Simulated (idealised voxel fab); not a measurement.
Herein follows the process module entitled voxel wiring stack.
Displayed cross-section: cut, width of 255 nm, square cells sized 5 nm.
Cross-section format: a grid of square cells, given as bands from top to bottom; each band is one or more rows of cells.
Heads up on the band format: heights come first, top then bottom, in nm. After that it's the materials left to right, each with its width in nm. A single material flagged "full width" fills the whole band edge to edge, and "empty" means there's empty space there.
Where do heights start? At 0: under that level the wafer as delivered is made of one material only. And the lowest band has no floor; it just carries on downward, as in "z 0 and below".
Top row gets the first number, bottom row gets the second, and each row in between changes by the same step: that is how a band width like "30->40" works.
The designation "no alterations made", where it is given for a processing step, indicates that no cell of the cross-section was altered in the course of that step.
Entry "Closed voids list" = empty spaces >= 8 cells with no open way to the top; each as width x height at distance, distance from left edge, all nm.
On each step's line, the part that comes after the settings is the simulator's own comment on the step.
"overlay nm" on a masked step: distance the mask lay right of its planned place, negative for left.
The steps planned for the process are as follows
1 RECEIVE: material Si
2 CONFORMAL_DEP: material SiO2, thk nm 10
3 CONFORMAL_DEP: material SiCN, thk nm 5
4 DIRECTIONAL_DEP: material SiO2, thk nm 15
5 MASKED_ETCH: tone open, mask id METAL_1, width nm 15, pitch nm 50, etch materials SiO2, depth nm 15, overlay nm 0
6 MASKED_ETCH: tone open, mask id METAL_1, width nm 20, pitch nm 50, etch materials SiCN, depth nm 5, overlay nm 0
7 CONFORMAL_DEP: material TiN, thk nm 5
8 FILL_DEP: material Cu, thk nm 10
9 CMP: height nm 30
10 CONFORMAL_DEP: material SiCN, thk nm 5
11 DIRECTIONAL_DEP: material SiO2, thk nm 15
12 MASKED_ETCH: tone open, mask id PLUG_1, width nm 15, pitch nm 100, etch materials SiO2, depth nm 15, overlay nm 0
13 MASKED_ETCH: tone open, mask id PLUG_1, width nm 15, pitch nm 100, etch materials SiCN, depth nm 5, overlay nm 0
14 EPI: material Ru, thk nm 10
15 EPI: material Ru, thk nm 10
16 DIRECTIONAL_DEP: material TiN, thk nm 5
17 DIRECTIONAL_DEP: material Ru, thk nm 20
18 MASKED_ETCH: tone cover, mask id METAL_2, width nm 20, pitch nm 50, etch materials Ru, depth nm 20, overlay nm 0
19 MASKED_ETCH: tone cover, mask id METAL_2, width nm 20, pitch nm 50, etch materials TiN, depth nm 5, overlay nm 0
20 FILL_DEP: material lowk, thk nm 5
21 CMP: height nm 75
22 CONFORMAL_DEP: material SiCN, thk nm 5
varied across the wafers: width nm of step 5. The plan shows the first wafer's value. All wafers start alike
Cross-section of the first of several wafers as received (after step 1)
	z 0 and below = Si full width
	Closed voids list: none
End of module: cross-section of the first of several wafers after step 22, the last step
	z 80 to 75 = SiCN full width
	z 75 to 55 = lowk 40, Ru 20, lowk 30, Ru 20, lowk 30, Ru 20, lowk 30, Ru 20, lowk 45
	z 55 to 50 = lowk 40, TiN 20, lowk 30, TiN 20, lowk 30, TiN 20, lowk 30, TiN 20, lowk 45
	z 50 to 35 = SiO2 40, Ru 15, SiO2 85, Ru 15, SiO2 100
	z 35 to 30 = SiCN 40, Ru 15, SiCN 85, Ru 15, SiCN 100
	z 30 to 15 = SiO2 45, TiN 5, Cu 5, TiN 5, SiO2 35, TiN 5, Cu 5, TiN 5, SiO2 35, TiN 5, Cu 5, TiN 5, SiO2 35, TiN 5, Cu 5, TiN 5, SiO2 45
	z 15 to 10 = SiCN 45, TiN 15, SiCN 35, TiN 15, SiCN 35, TiN 15, SiCN 35, TiN 15, SiCN 45
	z 10 to 0 = SiO2 full width
	z 0 and below = Si full width
	Closed voids list: none
Wafer cross-section (last wafer, module end)
	z 80 to 75 = SiCN full width
	z 75 to 55 = lowk 40, Ru 20, lowk 30, Ru 20, lowk 30, Ru 20, lowk 30, Ru 20, lowk 45
	z 55 to 50 = lowk 40, TiN 20, lowk 30, TiN 20, lowk 30, TiN 20, lowk 30, TiN 20, lowk 45
	z 50 to 35 = SiO2 40, Ru 15, SiO2 85, Ru 15, SiO2 100
	z 35 to 30 = SiCN 40, Ru 15, SiCN 85, Ru 15, SiCN 100
	z 30 to 20 = SiO2 35, TiN 5, Cu 25, TiN 5, SiO2 15, TiN 5, Cu 25, TiN 5, SiO2 15, TiN 5, Cu 25, TiN 5, SiO2 15, TiN 5, Cu 25, TiN 5, SiO2 35
	z 20 to 15 = SiO2 35, TiN 10, Cu 10, TiN 15, SiO2 15, TiN 10, Cu 10, TiN 15, SiO2 15, TiN 10, Cu 10, TiN 15, SiO2 15, TiN 10, Cu 10, TiN 15, SiO2 35
	z 15 to 10 = SiCN 40, TiN 20, SiCN 30, TiN 20, SiCN 30, TiN 20, SiCN 30, TiN 20, SiCN 45
	z 10 to 0 = SiO2 full width
	z 0 and below = Si full width
	Closed voids list: none
wafer rows; end of module; cells per material since receipt: (+) gained, (-) lost; then closed voids
width nm 15 | +12 Cu | +88 Ru | +135 SiCN | +354 SiO2 | +52 TiN | +175 lowk | Closed voids list: none
width nm 20 | +24 Cu | +88 Ru | +131 SiCN | +342 SiO2 | +56 TiN | +175 lowk | Closed voids list: none
width nm 25 | +32 Cu | +88 Ru | +131 SiCN | +330 SiO2 | +60 TiN | +175 lowk | Closed voids list: none
width nm 30 | +40 Cu | +88 Ru | +131 SiCN | +318 SiO2 | +64 TiN | +175 lowk | Closed voids list: none
width nm 35 | +48 Cu | +88 Ru | +131 SiCN | +306 SiO2 | +68 TiN | +175 lowk | Closed voids list: none
